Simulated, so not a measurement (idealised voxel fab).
You're looking at the process module voxel spacer lines.
Section shown: cut. Width: 275 nm. Cell size: 5 nm, square.
Cross-sections here: square-cell grids, written as top-down lists of bands, a band being one or more rows of cells.
Top height, bottom height, nm. Materials left to right, width each, nm. Single material + "all across" = fills band edge to edge. "blank" = empty.
A quick word on heights: they are counted from 0, and under that level the wafer as it came to us is one material throughout. The lowest band is different from the rest in having no bottom; it simply continues downward, written as in "0 and below".
Per-row width for "30->40": begins at first number (top row of band), ends at second number (bottom row), increment between rows held constant.
It should be understood that the words "no change occurred", when stated for a given step, signify that the cross-section underwent no change in any of its cells during that step.
"Closed internal voids" specifies each empty space that is not open to the top and that occupies no fewer than 8 cells, using the form width x height at distance, the distance measured from the left edge and all three quantities in nm.
Where a step's line continues beyond its settings, the continuation is a remark by the simulator itself on that step.
A step line may carry the setting "overlay nm", which, for steps involving a mask, states the distance by which the mask lay to the right of its intended position; negative values denote displacement to the left.

## Steps in the process plan
| 1 | RECEIVE, material Si |
| 2 | CONFORMAL_DEP, material Al2O3, thk nm 5 |
| 3 | DIRECTIONAL_DEP, material SiN, thk nm 15 |
| 4 | DIRECTIONAL_DEP, material polySi, thk nm 20 |
| 5 | PATTERN, tone cover, mask id MANDREL, material resist, width nm 25, pitch nm 70, thk nm 25, overlay nm 0 |
| 6 | DIRECTIONAL_ETCH, etch materials polySi, depth nm 20 |
| 7 | STRIP, etch materials resist |
| 8 | CONFORMAL_DEP, material SiO2, thk nm 10 |
| 9 | DIRECTIONAL_ETCH, etch materials SiO2, depth nm 10 |
| 10 | STRIP, etch materials polySi |
| 11 | DIRECTIONAL_ETCH, etch materials SiN, depth nm 15 |
| 12 | STRIP, etch materials SiO2 |

## Wafer cross-section on receipt, i.e. after step 1
0 and below = Si all across
Closed internal voids: none

## First of two wafers: cross-section at end of module, run per plan
20 down to 5 = 45 blank  10 SiN  25 blank  10 SiN  25 blank  10 SiN  25 blank  10 SiN  25 blank  10 SiN  25 blank  10 SiN  45 blank
5 down to 0 = Al2O3 all across
0 and below = Si all across
Closed internal voids: none

## End of module, second wafer, cross-section. Started like the first, planned like the first, run with one mistake
10 down to 5 = 45 blank  10 SiN  25 blank  10 SiN  25 blank  10 SiN  25 blank  10 SiN  25 blank  10 SiN  25 blank  10 SiN  45 blank
5 down to 0 = Al2O3 all across
0 and below = Si all across
Closed internal voids: none
What was done differently from what was planned? step 3 ran as: DIRECTIONAL_DEP, material SiN, thk nm 5
The closing comparison, in cells, has the second wafer with more or fewer of some materials than the first: SiN -24
